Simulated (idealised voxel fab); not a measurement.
The name of this process module is voxel self aligned contacts.
cross-section cut | 250 nm wide | cells 5 nm
Format of a cross-section: grid, square cells. Given as bands. Order: top down. Band: one or more rows of cells.
Basically the band line says how high the top is and how high the bottom is, in nm, and then what's in it from left to right, every material with its width in nm. Empty space shows up as "empty", and if a single material carries "throughout" it runs the full band edge to edge.
The level at which height equals 0 is the one under which the wafer, as it arrives, is entirely one material. No lower edge exists for the bottom band, which continues downward and is notated as in "0 -> down".
Per-row width for "30->40": begins at first number (top row of band), ends at second number (bottom row), increment between rows held constant.
No cell of the cross-section changed in a step that is given as "no change occurred".
"Completely sealed voids" contains a list of empty spaces, each no smaller than 8 cells and without an open way to the top, written in the form width x height at distance with the distance from the left edge and all three in nm.
Text after the settings on a step's line: the simulator's own remark on that step.
"overlay nm", when on a step's line for a step with a mask, measures how far to the right of its planned place the mask lay; a negative measure means to the left.

## Planned step list for the process
1,RECEIVE | material Si
2,OXIDIZE | depth nm 5
3,DIRECTIONAL_DEP | material polySi | thk nm 30
4,DIRECTIONAL_DEP | material SiN | thk nm 20
5,PATTERN | tone cover | mask id GATE | material resist | width nm 25 | pitch nm 60 | thk nm 15 | overlay nm 0
6,DIRECTIONAL_ETCH | etch materials SiN | depth nm 20
7,DIRECTIONAL_ETCH | etch materials polySi | depth nm 30
8,STRIP | etch materials resist
9,CONFORMAL_DEP | material SiN | thk nm 10
10,DIRECTIONAL_ETCH | etch materials SiN | depth nm 10
11,FILL_DEP | material SiO2 | thk nm 10
12,CMP | height nm 45
13,DIRECTIONAL_DEP | material aC | thk nm 15
14,PATTERN | tone open | mask id CONTACT | material resist | width nm 45 | thk nm 35 | overlay nm 0
15,DIRECTIONAL_ETCH | etch materials aC | depth nm 15
16,STRIP | etch materials resist
17,DIRECTIONAL_ETCH | etch materials SiO2 | depth nm 60
18,STRIP | etch materials aC
19,CONFORMAL_DEP | material TiN | thk nm 5
20,FILL_DEP | material W | thk nm 10
21,CMP | height nm 55
22,CONFORMAL_DEP | material SiCN | thk nm 5
Split variable: height nm, step 12. Plan value = first wafer. Wafers start alike.

## Cut through the first of several wafers as received, post step 1
	0 -> down: Si throughout
	Completely sealed voids: none

## Cross-section after step 22, the final step of the module, for the first of several wafers
	60 -> 55: SiCN throughout
	55 -> 50: W throughout
	50 -> 45: TiN (120), W (5), TiN (125)
	45 -> 30: SiO2 (70), SiN (45), TiN (5), W (5), TiN (5), SiN (45), SiO2 (75)
	30 -> 0: SiO2 (70), SiN (10), polySi (25), SiN (10), TiN (5), W (5), TiN (5), SiN (10), polySi (25), SiN (10), SiO2 (75)
	0 -> -5: SiO2 (115), TiN (15), SiO2 (120)
	-5 -> down: Si throughout
	Completely sealed voids: none

## Cross-section of the last wafer at end of module
	60 -> 55: SiCN throughout
	55 -> 50: SiO2 (100), TiN (20), W (5), TiN (20), SiO2 (105)
	50 -> 30: SiO2 (70), SiN (45), TiN (5), W (5), TiN (5), SiN (45), SiO2 (75)
	30 -> 5: SiO2 (70), SiN (10), polySi (25), SiN (10), TiN (5), W (5), TiN (5), SiN (10), polySi (25), SiN (10), SiO2 (75)
	5 -> 0: SiO2 (70), SiN (10), polySi (25), SiN (10), TiN (15), SiN (10), polySi (25), SiN (10), SiO2 (75)
	0 -> -5: SiO2 throughout
	-5 -> down: Si throughout
	Completely sealed voids: none

## wafer rows; end of module; cells per material since receipt: (+) gained, (-) lost; then closed voids
height nm 45 | -50 Si | +50 SiCN | +102 SiN | +308 SiO2 | +70 TiN | +60 W | +60 polySi | Completely sealed voids: none
height nm 50 | -50 Si | +50 SiCN | +120 SiN | +337 SiO2 | +72 TiN | +11 W | +60 polySi | Completely sealed voids: none
height nm 55 | -50 Si | +50 SiCN | +120 SiN | +378 SiO2 | +31 TiN | +11 W | +60 polySi | Completely sealed voids: none
height nm 60 | -50 Si | +50 SiCN | +120 SiN | +381 SiO2 | +29 TiN | +10 W | +60 polySi | Completely sealed voids: none
